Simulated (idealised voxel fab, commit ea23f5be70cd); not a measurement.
Process module in this document: voxel air gaps
Cross-section cut: width 210 nm, square cells of 5 nm.
When this document writes out a cross-section, it uses a grid of square cells and lists it as bands, beginning at the top and moving down, with a band standing for one or more rows of cells. Heights first: top, then bottom, in nm. Then materials, left to right, each with a width in nm. "all across" on a single material: fills the band edge to edge. "blank": empty space. Counting heights begins at 0, where everything beneath is, in the wafer as received, one material. The lowest band has no bottom; it goes on downwards, as "from 0 down" shows. A width given as "30->40" starts at the first number in the band's top row and ends at the second number in its bottom row, shifting by an equal amount at every step from row to row. "no change occurred" means the step left every cell of the cross-section as it was. Sealed void inventory: empty space of 8 cells or more with no open way to the top, each as width x height at its distance from the left edge, in nm. Text after the settings on a step's line: the simulator's own remark on that step. "overlay nm", when on a step's line for a step with a mask, measures how far to the right of its planned place the mask lay; a negative measure means to the left.

Planned process steps:
| 1 | RECEIVE, material Si |
| 2 | CONFORMAL_DEP, material SiO2, thk nm 10 |
| 3 | CONFORMAL_DEP, material SiN, thk nm 5 |
| 4 | DIRECTIONAL_DEP, material SiO2, thk nm 30 |
| 5 | PATTERN, tone open, mask id LINES, material resist, width nm 20, pitch nm 45, thk nm 20, overlay nm 0 |
| 6 | DIRECTIONAL_ETCH, etch materials SiO2, depth nm 30 |
| 7 | STRIP, etch materials resist |
| 8 | CONFORMAL_DEP, material TiN, thk nm 5 |
| 9 | FILL_DEP, material Cu, thk nm 10 |
| 10 | CMP, height nm 45 |
| 11 | EPI, material Ru, thk nm 10 |
| 12 | SELECTIVE_ETCH, etch materials SiO2, depth nm 40 |
| 13 | CONFORMAL_DEP, material SiCN, thk nm 5 |

Here's what the wafer looked like in cross-section when it arrived - that's after step 1:
from 0 down: Si all across
Sealed void inventory: none

The first of the two wafers as seen in cross-section once the module was finished; processing followed the plan:
from 60 to 55: 10 blank, 185 SiCN, 15 blank
from 55 to 45: 10 blank, 5 SiCN, 40 Ru, 5 SiCN, 40 Ru, 5 SiCN, 40 Ru, 5 SiCN, 40 Ru, 5 SiCN, 15 blank
from 45 to 40: 10 blank, 15 SiCN, 5 TiN, 10 Cu, 5 TiN, 25 SiCN, 5 TiN, 10 Cu, 5 TiN, 25 SiCN, 5 TiN, 10 Cu, 5 TiN, 25 SiCN, 5 TiN, 10 Cu, 5 TiN, 15 SiCN, 15 blank
from 40 to 20: 20 blank, 5 SiCN, 5 TiN, 10 Cu, 5 TiN, 5 SiCN, 15 blank, 5 SiCN, 5 TiN, 10 Cu, 5 TiN, 5 SiCN, 15 blank, 5 SiCN, 5 TiN, 10 Cu, 5 TiN, 5 SiCN, 15 blank, 5 SiCN, 5 TiN, 10 Cu, 5 TiN, 5 SiCN, 25 blank
from 20 to 15: 25 SiCN, 20 TiN, 25 SiCN, 20 TiN, 25 SiCN, 20 TiN, 25 SiCN, 20 TiN, 30 SiCN
from 15 to 10: SiN all across
from 10 to 0: SiO2 all across
from 0 down: Si all across
Sealed void inventory: 15 x 20 at 50; 15 x 20 at 95; 15 x 20 at 140

Cross-sectional image of the second wafer of the two following completion of the module. Starting state and process plan were the same as for the first wafer; one execution error occurred:
from 70 to 65: 205 SiCN, 5 blank
from 65 to 45: 5 SiCN, 195 Ru, 5 SiCN, 5 blank
from 45 to 40: 25 SiCN, 5 TiN, 10 Cu, 5 TiN, 25 SiO2, 5 TiN, 10 Cu, 5 TiN, 25 SiO2, 5 TiN, 10 Cu, 5 TiN, 25 SiO2, 5 TiN, 10 Cu, 5 TiN, 25 SiCN, 5 blank
from 40 to 20: 20 blank, 5 SiCN, 5 TiN, 10 Cu, 5 TiN, 25 SiO2, 5 TiN, 10 Cu, 5 TiN, 25 SiO2, 5 TiN, 10 Cu, 5 TiN, 25 SiO2, 5 TiN, 10 Cu, 5 TiN, 5 SiCN, 25 blank
from 20 to 15: 25 SiCN, 20 TiN, 25 SiO2, 20 TiN, 25 SiO2, 20 TiN, 25 SiO2, 20 TiN, 30 SiCN
from 15 to 10: SiN all across
from 10 to 0: SiO2 all across
from 0 down: Si all across
Sealed void inventory: 20 x 20 at 0
It is concluded that the wafer was processed incorrectly with respect to the plan, in that step 11 in the plan was executed twice
The final cell counts differ between the wafers, with the second having more or fewer of some materials than the first: +92 Ru; -48 SiCN; +90 SiO2
Closed voids, final: 3 / 1 (first wafer / second wafer).
